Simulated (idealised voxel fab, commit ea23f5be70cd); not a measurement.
The document below concerns the process module designated voxel self aligned contacts.
In the cross-section labelled cut, the width is 170 nm and each square cell is 5 nm.
Bands, listed from the top down, are how a cross-section gets written in this document; the cross-section itself is a grid of square cells, and a band is one or more rows of them. Band: top height; bottom height; in nm. Then, left to right: material with width in nm, for each material. "all across": a single material spanning edge to edge. "air": empty space. Below 0: as-received wafer, all one material; heights counted from there. Lowest band: no bottom, goes on down, written "0..down". You'd read "30->40" like this: the band's top row of cells is as wide as the first number, its bottom row is as wide as the second, and going down, every row changes width by the same amount as the row before did. Where a step carries "remains unaltered", the cross-section came out of it unchanged, cell for cell. "Enclosed empty spaces" - sealed voids, min. 8 cells, no opening to top; format: width x height at distance (distance from left edge; nm throughout). Whatever follows a step's settings on its line is a remark the simulator itself makes about that step. The setting "overlay nm" may be written on the line of a step. When the step uses a mask, the value reports how far to the right of the planned place the mask lay, and a negative value reports that it lay to the left.
**The following list gives the planned process steps**
1. RECEIVE (material Si)
2. CONFORMAL_DEP (material SiO2; thk nm 5)
3. DIRECTIONAL_DEP (material polySi; thk nm 30)
4. DIRECTIONAL_DEP (material SiN; thk nm 15)
5. MASKED_ETCH (tone cover; mask id GATE; width nm 25; pitch nm 50; etch materials SiN; depth nm 15; overlay nm 0)
6. MASKED_ETCH (tone cover; mask id GATE; width nm 25; pitch nm 50; etch materials polySi; depth nm 30; overlay nm 0)
7. CONFORMAL_DEP (material SiN; thk nm 5)
8. DIRECTIONAL_ETCH (etch materials SiN; depth nm 5)
9. FILL_DEP (material SiO2; thk nm 15)
10. CMP (height nm 60)
11. DIRECTIONAL_DEP (material aC; thk nm 10)
12. PATTERN (tone open; mask id CONTACT; material resist; width nm 35; pitch nm 50; thk nm 30; overlay nm 0)
13. DIRECTIONAL_ETCH (etch materials aC; depth nm 10)
14. STRIP (etch materials resist)
15. DIRECTIONAL_ETCH (etch materials SiO2; depth nm 60)
16. STRIP (etch materials aC)
17. CONFORMAL_DEP (material TiN; thk nm 5)
18. FILL_DEP (material Ru; thk nm 5)
19. CMP (height nm 60)
20. CONFORMAL_DEP (material SiCN; thk nm 5)
**Step 1 complete: cross-section of the wafer as received**
  0..down | Si all across
  Enclosed empty spaces: none
**First of two wafers: cross-section at end of module, run per plan**
  65..60 | SiCN all across
  60..50 | SiO2 (40) / TiN (5->15) / Ru (25->5) / TiN (5->15) / SiO2 (15) / TiN (5->15) / Ru (25->5) / TiN (5->15) / SiO2 (45)
  50..35 | SiO2 (15) / SiN (35) / TiN (5) / Ru (5) / TiN (5) / SiN (35) / TiN (5) / Ru (5) / TiN (5) / SiN (35) / SiO2 (20)
  35..5 | SiO2 (15) / SiN (5) / polySi (25) / SiN (5) / TiN (5) / Ru (5) / TiN (5) / SiN (5) / polySi (25) / SiN (5) / TiN (5) / Ru (5) / TiN (5) / SiN (5) / polySi (25) / SiN (5) / SiO2 (20)
  5..0 | SiO2 (50) / TiN (15) / SiO2 (35) / TiN (15) / SiO2 (55)
  0..down | Si all across
  Enclosed empty spaces: none
**Cross-section of the latter of the two wafers at module completion. It had an identical start and an identical plan to the former; in running it, one mistake was made**
  65..60 | SiCN all across
  60..50 | SiO2 (40) / TiN (5->15) / Ru (25->5) / TiN (5->15) / SiO2 (15) / TiN (5->15) / Ru (25->5) / TiN (5->15) / SiO2 (45)
  50..35 | SiO2 (15) / SiN (35) / TiN (5) / Ru (5) / TiN (5) / SiN (35) / TiN (5) / Ru (5) / TiN (5) / SiN (35) / SiO2 (20)
  35..15 | SiO2 (15) / SiN (5) / polySi (25) / SiN (5) / TiN (5) / Ru (5) / TiN (5) / SiN (5) / polySi (25) / SiN (5) / TiN (5) / Ru (5) / TiN (5) / SiN (5) / polySi (25) / SiN (5) / SiO2 (20)
  15..10 | SiO2 (15) / SiN (5) / polySi (25) / SiN (5) / TiN (15) / SiN (5) / polySi (25) / SiN (5) / TiN (15) / SiN (5) / polySi (25) / SiN (5) / SiO2 (20)
  10..5 | SiN (20) / polySi (25) / SiN (25) / polySi (25) / SiN (25) / polySi (25) / SiN (25)
  5..0 | SiO2 all across
  0..down | Si all across
  Enclosed empty spaces: none
What went wrong in running the wafer? steps 7 and 8 swapped
It is noted that, at the conclusion of processing, the second wafer exhibits a higher or lower cell count for certain materials relative to the first: 4 fewer of Ru; 13 more of SiN; 1 fewer of SiO2; 8 fewer of TiN
